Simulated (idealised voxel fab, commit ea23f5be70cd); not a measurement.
The following is a process module called voxel trench capacitor.
Shown is cross-section cut, with a width of 240 nm and square cells of size 5 nm.
For the purposes of this document, a cross-section shall be understood as a grid of square cells, specified as bands listed in top-to-bottom order, each band consisting of one or more rows of cells. Band: top height; bottom height; in nm. Then, left to right: material with width in nm, for each material. "full width": a single material spanning edge to edge. "blank": empty space. We count height from 0. Below that, the starting wafer is all one material. The lowest band never ends at the bottom but goes on down; see "0 nm and below" for how that is written. A width given as "30->40" starts at the first number in the band's top row and ends at the second number in its bottom row, shifting by an equal amount at every step from row to row. "nothing altered" -> step changed no cross-section cell. You'll see "Fully sealed voids" listing empty spaces that have no way open to the top, as long as they're 8 cells or more; the notation is width x height at distance, where the distance is from the left edge, and all of it is in nm. Read whatever lies past the settings on a step's line as the simulator's own remark about the step. What "overlay nm" on a step's line means: if the step has a mask, that mask lay this far to the right of its planned place, or, when the value is negative, to the left.
The process steps that were planned are listed below
1: op RECEIVE | material Si
2: op CONFORMAL_DEP | material SiN | thk nm 5
3: op PATTERN | tone open | mask id TRENCH | material resist | width nm 25 | pitch nm 40 | thk nm 15 | overlay nm 0
4: op DIRECTIONAL_ETCH | etch materials SiN | depth nm 5
5: op DIRECTIONAL_ETCH | etch materials Si | depth nm 40
6: op STRIP | etch materials resist
7: op CONFORMAL_DEP | material Al2O3 | thk nm 5
8: op CONFORMAL_DEP | material TiN | thk nm 5
9: op FILL_DEP | material W | thk nm 5
10: op CMP | height nm 5
First wafer, as planned
Incoming wafer, cross-sectional view, post step 1
0 nm and below | Si full width
Fully sealed voids: none
Sectional view: wafer, after step 2
5 nm to 0 nm | SiN full width
All layers under 0 are left as they were.
Sectional view: wafer, after step 3
20 nm to 5 nm | resist 45 nm | blank 25 nm | resist 15 nm | blank 25 nm | resist 15 nm | blank 25 nm | resist 15 nm | blank 25 nm | resist 50 nm
All layers under 5 are left as they were.
Sectional view: wafer, after step 4
20 nm to 5 nm | resist 45 nm | blank 25 nm | resist 15 nm | blank 25 nm | resist 15 nm | blank 25 nm | resist 15 nm | blank 25 nm | resist 50 nm
5 nm to 0 nm | SiN 45 nm | blank 25 nm | SiN 15 nm | blank 25 nm | SiN 15 nm | blank 25 nm | SiN 15 nm | blank 25 nm | SiN 50 nm
All layers under 0 are left as they were.
Sectional view: wafer, after step 5
20 nm to 5 nm | resist 45 nm | blank 25 nm | resist 15 nm | blank 25 nm | resist 15 nm | blank 25 nm | resist 15 nm | blank 25 nm | resist 50 nm
5 nm to 0 nm | SiN 45 nm | blank 25 nm | SiN 15 nm | blank 25 nm | SiN 15 nm | blank 25 nm | SiN 15 nm | blank 25 nm | SiN 50 nm
0 nm to -40 nm | Si 45 nm | blank 25 nm | Si 15 nm | blank 25 nm | Si 15 nm | blank 25 nm | Si 15 nm | blank 25 nm | Si 50 nm
All layers under -40 are left as they were.
Sectional view: wafer, after step 6
5 nm to 0 nm | SiN 45 nm | blank 25 nm | SiN 15 nm | blank 25 nm | SiN 15 nm | blank 25 nm | SiN 15 nm | blank 25 nm | SiN 50 nm
All layers under 0 are left as they were.
Sectional view: wafer, after step 7
10 nm to 5 nm | Al2O3 50 nm | blank 15 nm | Al2O3 25 nm | blank 15 nm | Al2O3 25 nm | blank 15 nm | Al2O3 25 nm | blank 15 nm | Al2O3 55 nm
5 nm to 0 nm | SiN 45 nm | Al2O3 5 nm | blank 15 nm | Al2O3 5 nm | SiN 15 nm | Al2O3 5 nm | blank 15 nm | Al2O3 5 nm | SiN 15 nm | Al2O3 5 nm | blank 15 nm | Al2O3 5 nm | SiN 15 nm | Al2O3 5 nm | blank 15 nm | Al2O3 5 nm | SiN 50 nm
0 nm to -35 nm | Si 45 nm | Al2O3 5 nm | blank 15 nm | Al2O3 5 nm | Si 15 nm | Al2O3 5 nm | blank 15 nm | Al2O3 5 nm | Si 15 nm | Al2O3 5 nm | blank 15 nm | Al2O3 5 nm | Si 15 nm | Al2O3 5 nm | blank 15 nm | Al2O3 5 nm | Si 50 nm
-35 nm to -40 nm | Si 45 nm | Al2O3 25 nm | Si 15 nm | Al2O3 25 nm | Si 15 nm | Al2O3 25 nm | Si 15 nm | Al2O3 25 nm | Si 50 nm
All layers under -40 are left as they were.
Sectional view: wafer, after step 8
15 nm to 10 nm | TiN 55 nm | blank 5 nm | TiN 35 nm | blank 5 nm | TiN 35 nm | blank 5 nm | TiN 35 nm | blank 5 nm | TiN 60 nm
10 nm to 5 nm | Al2O3 50 nm | TiN 5 nm | blank 5 nm | TiN 5 nm | Al2O3 25 nm | TiN 5 nm | blank 5 nm | TiN 5 nm | Al2O3 25 nm | TiN 5 nm | blank 5 nm | TiN 5 nm | Al2O3 25 nm | TiN 5 nm | blank 5 nm | TiN 5 nm | Al2O3 55 nm
5 nm to 0 nm | SiN 45 nm | Al2O3 5 nm | TiN 5 nm | blank 5 nm | TiN 5 nm | Al2O3 5 nm | SiN 15 nm | Al2O3 5 nm | TiN 5 nm | blank 5 nm | TiN 5 nm | Al2O3 5 nm | SiN 15 nm | Al2O3 5 nm | TiN 5 nm | blank 5 nm | TiN 5 nm | Al2O3 5 nm | SiN 15 nm | Al2O3 5 nm | TiN 5 nm | blank 5 nm | TiN 5 nm | Al2O3 5 nm | SiN 50 nm
0 nm to -30 nm | Si 45 nm | Al2O3 5 nm | TiN 5 nm | blank 5 nm | TiN 5 nm | Al2O3 5 nm | Si 15 nm | Al2O3 5 nm | TiN 5 nm | blank 5 nm | TiN 5 nm | Al2O3 5 nm | Si 15 nm | Al2O3 5 nm | TiN 5 nm | blank 5 nm | TiN 5 nm | Al2O3 5 nm | Si 15 nm | Al2O3 5 nm | TiN 5 nm | blank 5 nm | TiN 5 nm | Al2O3 5 nm | Si 50 nm
-30 nm to -35 nm | Si 45 nm | Al2O3 5 nm | TiN 15 nm | Al2O3 5 nm | Si 15 nm | Al2O3 5 nm | TiN 15 nm | Al2O3 5 nm | Si 15 nm | Al2O3 5 nm | TiN 15 nm | Al2O3 5 nm | Si 15 nm | Al2O3 5 nm | TiN 15 nm | Al2O3 5 nm | Si 50 nm
All layers under -35 are left as they were.
Sectional view: wafer, after step 9
20 nm to 15 nm | W full width
15 nm to 10 nm | TiN 55 nm | W 5 nm | TiN 35 nm | W 5 nm | TiN 35 nm | W 5 nm | TiN 35 nm | W 5 nm | TiN 60 nm
10 nm to 5 nm | Al2O3 50 nm | TiN 5 nm | W 5 nm | TiN 5 nm | Al2O3 25 nm | TiN 5 nm | W 5 nm | TiN 5 nm | Al2O3 25 nm | TiN 5 nm | W 5 nm | TiN 5 nm | Al2O3 25 nm | TiN 5 nm | W 5 nm | TiN 5 nm | Al2O3 55 nm
5 nm to 0 nm | SiN 45 nm | Al2O3 5 nm | TiN 5 nm | W 5 nm | TiN 5 nm | Al2O3 5 nm | SiN 15 nm | Al2O3 5 nm | TiN 5 nm | W 5 nm | TiN 5 nm | Al2O3 5 nm | SiN 15 nm | Al2O3 5 nm | TiN 5 nm | W 5 nm | TiN 5 nm | Al2O3 5 nm | SiN 15 nm | Al2O3 5 nm | TiN 5 nm | W 5 nm | TiN 5 nm | Al2O3 5 nm | SiN 50 nm
0 nm to -30 nm | Si 45 nm | Al2O3 5 nm | TiN 5 nm | W 5 nm | TiN 5 nm | Al2O3 5 nm | Si 15 nm | Al2O3 5 nm | TiN 5 nm | W 5 nm | TiN 5 nm | Al2O3 5 nm | Si 15 nm | Al2O3 5 nm | TiN 5 nm | W 5 nm | TiN 5 nm | Al2O3 5 nm | Si 15 nm | Al2O3 5 nm | TiN 5 nm | W 5 nm | TiN 5 nm | Al2O3 5 nm | Si 50 nm
All layers under -30 are left as they were.
Sectional view: wafer, after step 10
5 nm to 0 nm | SiN 45 nm | Al2O3 5 nm | TiN 5 nm | W 5 nm | TiN 5 nm | Al2O3 5 nm | SiN 15 nm | Al2O3 5 nm | TiN 5 nm | W 5 nm | TiN 5 nm | Al2O3 5 nm | SiN 15 nm | Al2O3 5 nm | TiN 5 nm | W 5 nm | TiN 5 nm | Al2O3 5 nm | SiN 15 nm | Al2O3 5 nm | TiN 5 nm | W 5 nm | TiN 5 nm | Al2O3 5 nm | SiN 50 nm
All layers under 0 are left as they were.
Second wafer - shared start and plan with the first - one error in running - same as the first up to step 6 inclusive
Second wafer profile in section, at the moment step 7 of the plan was meant to be complete
10 nm to 5 nm | TiN 50 nm | blank 15 nm | TiN 25 nm | blank 15 nm | TiN 25 nm | blank 15 nm | TiN 25 nm | blank 15 nm | TiN 55 nm
5 nm to 0 nm | SiN 45 nm | TiN 5 nm | blank 15 nm | TiN 5 nm | SiN 15 nm | TiN 5 nm | blank 15 nm | TiN 5 nm | SiN 15 nm | TiN 5 nm | blank 15 nm | TiN 5 nm | SiN 15 nm | TiN 5 nm | blank 15 nm | TiN 5 nm | SiN 50 nm
0 nm to -35 nm | Si 45 nm | TiN 5 nm | blank 15 nm | TiN 5 nm | Si 15 nm | TiN 5 nm | blank 15 nm | TiN 5 nm | Si 15 nm | TiN 5 nm | blank 15 nm | TiN 5 nm | Si 15 nm | TiN 5 nm | blank 15 nm | TiN 5 nm | Si 50 nm
-35 nm to -40 nm | Si 45 nm | TiN 25 nm | Si 15 nm | TiN 25 nm | Si 15 nm | TiN 25 nm | Si 15 nm | TiN 25 nm | Si 50 nm
All layers under -40 are left as they were.
Second wafer profile in section, at the moment step 8 of the plan was meant to be complete
15 nm to 10 nm | Al2O3 55 nm | blank 5 nm | Al2O3 35 nm | blank 5 nm | Al2O3 35 nm | blank 5 nm | Al2O3 35 nm | blank 5 nm | Al2O3 60 nm
10 nm to 5 nm | TiN 50 nm | Al2O3 5 nm | blank 5 nm | Al2O3 5 nm | TiN 25 nm | Al2O3 5 nm | blank 5 nm | Al2O3 5 nm | TiN 25 nm | Al2O3 5 nm | blank 5 nm | Al2O3 5 nm | TiN 25 nm | Al2O3 5 nm | blank 5 nm | Al2O3 5 nm | TiN 55 nm
5 nm to 0 nm | SiN 45 nm | TiN 5 nm | Al2O3 5 nm | blank 5 nm | Al2O3 5 nm | TiN 5 nm | SiN 15 nm | TiN 5 nm | Al2O3 5 nm | blank 5 nm | Al2O3 5 nm | TiN 5 nm | SiN 15 nm | TiN 5 nm | Al2O3 5 nm | blank 5 nm | Al2O3 5 nm | TiN 5 nm | SiN 15 nm | TiN 5 nm | Al2O3 5 nm | blank 5 nm | Al2O3 5 nm | TiN 5 nm | SiN 50 nm
0 nm to -30 nm | Si 45 nm | TiN 5 nm | Al2O3 5 nm | blank 5 nm | Al2O3 5 nm | TiN 5 nm | Si 15 nm | TiN 5 nm | Al2O3 5 nm | blank 5 nm | Al2O3 5 nm | TiN 5 nm | Si 15 nm | TiN 5 nm | Al2O3 5 nm | blank 5 nm | Al2O3 5 nm | TiN 5 nm | Si 15 nm | TiN 5 nm | Al2O3 5 nm | blank 5 nm | Al2O3 5 nm | TiN 5 nm | Si 50 nm
-30 nm to -35 nm | Si 45 nm | TiN 5 nm | Al2O3 15 nm | TiN 5 nm | Si 15 nm | TiN 5 nm | Al2O3 15 nm | TiN 5 nm | Si 15 nm | TiN 5 nm | Al2O3 15 nm | TiN 5 nm | Si 15 nm | TiN 5 nm | Al2O3 15 nm | TiN 5 nm | Si 50 nm
All layers under -35 are left as they were.
Second wafer profile in section, at the moment step 9 of the plan was meant to be complete
20 nm to 15 nm | W full width
15 nm to 10 nm | Al2O3 55 nm | W 5 nm | Al2O3 35 nm | W 5 nm | Al2O3 35 nm | W 5 nm | Al2O3 35 nm | W 5 nm | Al2O3 60 nm
10 nm to 5 nm | TiN 50 nm | Al2O3 5 nm | W 5 nm | Al2O3 5 nm | TiN 25 nm | Al2O3 5 nm | W 5 nm | Al2O3 5 nm | TiN 25 nm | Al2O3 5 nm | W 5 nm | Al2O3 5 nm | TiN 25 nm | Al2O3 5 nm | W 5 nm | Al2O3 5 nm | TiN 55 nm
5 nm to 0 nm | SiN 45 nm | TiN 5 nm | Al2O3 5 nm | W 5 nm | Al2O3 5 nm | TiN 5 nm | SiN 15 nm | TiN 5 nm | Al2O3 5 nm | W 5 nm | Al2O3 5 nm | TiN 5 nm | SiN 15 nm | TiN 5 nm | Al2O3 5 nm | W 5 nm | Al2O3 5 nm | TiN 5 nm | SiN 15 nm | TiN 5 nm | Al2O3 5 nm | W 5 nm | Al2O3 5 nm | TiN 5 nm | SiN 50 nm
0 nm to -30 nm | Si 45 nm | TiN 5 nm | Al2O3 5 nm | W 5 nm | Al2O3 5 nm | TiN 5 nm | Si 15 nm | TiN 5 nm | Al2O3 5 nm | W 5 nm | Al2O3 5 nm | TiN 5 nm | Si 15 nm | TiN 5 nm | Al2O3 5 nm | W 5 nm | Al2O3 5 nm | TiN 5 nm | Si 15 nm | TiN 5 nm | Al2O3 5 nm | W 5 nm | Al2O3 5 nm | TiN 5 nm | Si 50 nm
All layers under -30 are left as they were.
Second wafer profile in section, at the moment step 10 of the plan was meant to be complete
5 nm to 0 nm | SiN 45 nm | TiN 5 nm | Al2O3 5 nm | W 5 nm | Al2O3 5 nm | TiN 5 nm | SiN 15 nm | TiN 5 nm | Al2O3 5 nm | W 5 nm | Al2O3 5 nm | TiN 5 nm | SiN 15 nm | TiN 5 nm | Al2O3 5 nm | W 5 nm | Al2O3 5 nm | TiN 5 nm | SiN 15 nm | TiN 5 nm | Al2O3 5 nm | W 5 nm | Al2O3 5 nm | TiN 5 nm | SiN 50 nm
All layers under 0 are left as they were.
Against the plan, the run slipped here: steps 7 and 8 of the plan were run in the wrong order, each in the other's place
Wafer comparison, final, in cells, second relative to first, materials more or fewer: Al2O3 -16 | TiN +16
